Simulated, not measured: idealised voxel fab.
The following process module bears the name voxel tone inversion.
Displayed cross-section: cut, width of 195 nm, square cells sized 5 nm.
Heads up, the way a cross-section reads in here is a grid of square cells, handed over as bands from the top down, with every band being one or more rows of cells. Quick guide to a band line: top height, bottom height (nm) up front; then every material left to right with its width in nm. Only one material and it's marked "full width"? Then it fills the band edge to edge. And "blank" just means empty space. We count height from 0. Below that, the starting wafer is all one material. The lowest band never ends at the bottom but goes on down; see "z 0 and below" for how that is written. A width such as "30->40" changes by the same amount from each row of cells to the next, from the band's top row to its bottom row. You'll sometimes find "nothing got changed" written for a step, and that's the way of saying that nowhere in the cross-section did a cell change during that step. So "Enclosed void list" is basically the list of trapped voids: any empty space of 8 cells or more that can't reach the top through an opening. They're written width x height at distance, the distance being from the left edge, and it's all nm. Note: text after step settings on the step line = simulator remark on that step. When a step includes a mask, the "overlay nm" setting on its line states how far to the right of its planned place that mask lay, and negative values state how far to the left.

-- This section lists the process steps that were planned
1 RECEIVE (material Si)
2 CONFORMAL_DEP (material SiCN; thk nm 10)
3 DIRECTIONAL_DEP (material aC; thk nm 20)
4 PATTERN (tone cover; mask id POSTS; material resist; width nm 15; pitch nm 45; thk nm 25; overlay nm 0)
5 DIRECTIONAL_ETCH (etch materials aC; depth nm 20)
6 STRIP (etch materials resist)
7 FILL_DEP (material lowk; thk nm 5)
8 CMP (height nm 30)
9 STRIP (etch materials aC)
10 CONFORMAL_DEP (material TiN; thk nm 5)
11 FILL_DEP (material Cu; thk nm 5)
12 CMP (height nm 30)
13 CONFORMAL_DEP (material SiCN; thk nm 5)

-- Cross-section, incoming material, after step 1
    z 0 and below | Si full width
    Enclosed void list: none

-- Cross-section, first of two wafers, end of module, run as planned
    z 35 to 30 | SiCN full width
    z 30 to 15 | lowk (45) / TiN (5) / Cu (5) / TiN (5) / lowk (30) / TiN (5) / Cu (5) / TiN (5) / lowk (30) / TiN (5) / Cu (5) / TiN (5) / lowk (45)
    z 15 to 10 | lowk (45) / TiN (15) / lowk (30) / TiN (15) / lowk (30) / TiN (15) / lowk (45)
    z 10 to 0 | SiCN full width
    z 0 and below | Si full width
    Enclosed void list: none

-- Cross-sectional image of the second wafer of the two following completion of the module. Starting state and process plan were the same as for the first wafer; one execution error occurred
    z 30 to 25 | SiCN full width
    z 25 to 15 | lowk (45) / TiN (5) / Cu (5) / TiN (5) / lowk (30) / TiN (5) / Cu (5) / TiN (5) / lowk (30) / TiN (5) / Cu (5) / TiN (5) / lowk (45)
    z 15 to 10 | lowk (45) / TiN (15) / lowk (30) / TiN (15) / lowk (30) / TiN (15) / lowk (45)
    z 10 to 0 | SiCN full width
    z 0 and below | Si full width
    Enclosed void list: none
Deviation from plan: not per plan at step 12, really ran CMP (height nm 25)
The final cell counts differ between the wafers, with the second having more or fewer of some materials than the first: 3 fewer of Cu | 6 fewer of TiN | 30 fewer of lowk
